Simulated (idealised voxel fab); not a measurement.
process module | voxel ribs on slabs
cross-section cut | 200 nm wide | cells 5 nm
A cross-section is a grid of square cells, given in bands from the top down. A band is one or more rows of cells.
Each band's line starts with the height of the band's top and of its bottom, in nm. Then come its materials from left to right, each with its width in nm. One material with "throughout" fills the band from edge to edge. "air" is empty space.
Height 0 is the level under which the wafer as received is all one material. The lowest band goes on downwards, as in "0 down".
A width such as "30 to 40" changes by the same amount from each row of cells to the next, from the band's top row to its bottom row.
"no change" after a step means that no cell of the cross-section changed.
closed voids: empty space of 8 cells or more with no open way to the top, each as width x height at its distance from the left edge, in nm
after a step's settings: what the simulator itself notes on the step
overlay nm, on a step with a mask: how far to the right of its planned place the mask lay; to the left if negative
plan
1 op RECEIVE | material Si
2 op DIRECTIONAL_DEP | material SiO2 | thk nm 25
3 op DIRECTIONAL_DEP | material polySi | thk nm 25
4 op PATTERN | tone cover | mask id RIB | material resist | width nm 15 | thk nm 15 | overlay nm 0
5 op DIRECTIONAL_ETCH | etch materials polySi | depth nm 15
6 op STRIP | etch materials resist
7 op PATTERN | tone cover | mask id SLAB | material resist | width nm 45 | thk nm 20 | overlay nm 0
8 op DIRECTIONAL_ETCH | etch materials polySi | depth nm 10
9 op STRIP | etch materials resist
10 op FILL_DEP | material SiO2 | thk nm 25
11 op CMP | height nm 70
12 op DIRECTIONAL_DEP | material W | thk nm 5
13 op DIRECTIONAL_DEP | material aC | thk nm 10
14 op PATTERN | tone cover | mask id HEATER | material resist | width nm 25 | thk nm 25 | overlay nm 0
15 op DIRECTIONAL_ETCH | etch materials aC | depth nm 10
16 op STRIP | etch materials resist
17 op DIRECTIONAL_ETCH | etch materials W | depth nm 5
18 op STRIP | etch materials aC
19 op CONFORMAL_DEP | material SiN | thk nm 5
as received, after step 1
  0 down: Si throughout
  closed voids: none
first wafer at the end, as planned
  80 to 75: air 80 | SiN 35 | air 85
  75 to 70: SiN 85 | W 25 | SiN 90
  70 to 50: SiO2 throughout
  50 to 35: SiO2 90 | polySi 15 | SiO2 95
  35 to 25: SiO2 75 | polySi 45 | SiO2 80
  25 to 0: SiO2 throughout
  0 down: Si throughout
  closed voids: none
second wafer at the end: like start, like plan, one mistake
  90 to 75: SiN throughout
  75 to 70: W throughout
  70 to 50: SiO2 throughout
  50 to 35: SiO2 90 | polySi 15 | SiO2 95
  35 to 25: SiO2 75 | polySi 45 | SiO2 80
  25 to 0: SiO2 throughout
  0 down: Si throughout
  closed voids: none
what went wrong: step 13 ran as: op DIRECTIONAL_DEP | material SiN | thk nm 10
at the end the second wafer has, in cells: 78 more of SiN | 35 more of W
